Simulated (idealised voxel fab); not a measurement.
process module | voxel tone inversion
cross-section cut | 160 nm wide | cells 5 nm
A cross-section is a grid of square cells, given in bands from the top down. A band is one or more rows of cells.
Each band's line starts with the height of the band's top and of its bottom, in nm. Then come its materials from left to right, each with its width in nm. One material with "throughout" fills the band from edge to edge. "air" is empty space.
Height 0 is the level under which the wafer as received is all one material. The lowest band goes on downwards, as in "0 down".
A width such as "30 to 40" changes by the same amount from each row of cells to the next, from the band's top row to its bottom row.
"no change" after a step means that no cell of the cross-section changed.
closed voids: empty space of 8 cells or more with no open way to the top, each as width x height at its distance from the left edge, in nm
after a step's settings: what the simulator itself notes on the step
overlay nm, on a step with a mask: how far to the right of its planned place the mask lay; to the left if negative
plan
1 op RECEIVE | material Si
2 op CONFORMAL_DEP | material SiCN | thk nm 5
3 op DIRECTIONAL_DEP | material aC | thk nm 25
4 op PATTERN | tone cover | mask id POSTS | material resist | width nm 25 | pitch nm 40 | thk nm 30 | overlay nm 0
5 op DIRECTIONAL_ETCH | etch materials aC | depth nm 25
6 op STRIP | etch materials resist
7 op FILL_DEP | material SiO2 | thk nm 5
8 op CMP | height nm 30
9 op STRIP | etch materials aC
as received, after step 1
  0 down: Si throughout
  closed voids: none
first wafer at the end, as planned
  30 to 5: SiO2 25 | air 25 | SiO2 15 | air 25 | SiO2 15 | air 25 | SiO2 30
  5 to 0: SiCN throughout
  0 down: Si throughout
  closed voids: none
second wafer at the end: like start, like plan, one mistake
  30 to 5: air 25 | SiO2 25 | air 15 | SiO2 25 | air 15 | SiO2 25 | air 30
  5 to 0: SiCN throughout
  0 down: Si throughout
  closed voids: none
what went wrong: step 4 ran as: op PATTERN | tone open | mask id POSTS | material resist | width nm 25 | pitch nm 40 | thk nm 30 | overlay nm 0
at the end the second wafer has, in cells: 10 fewer of SiO2
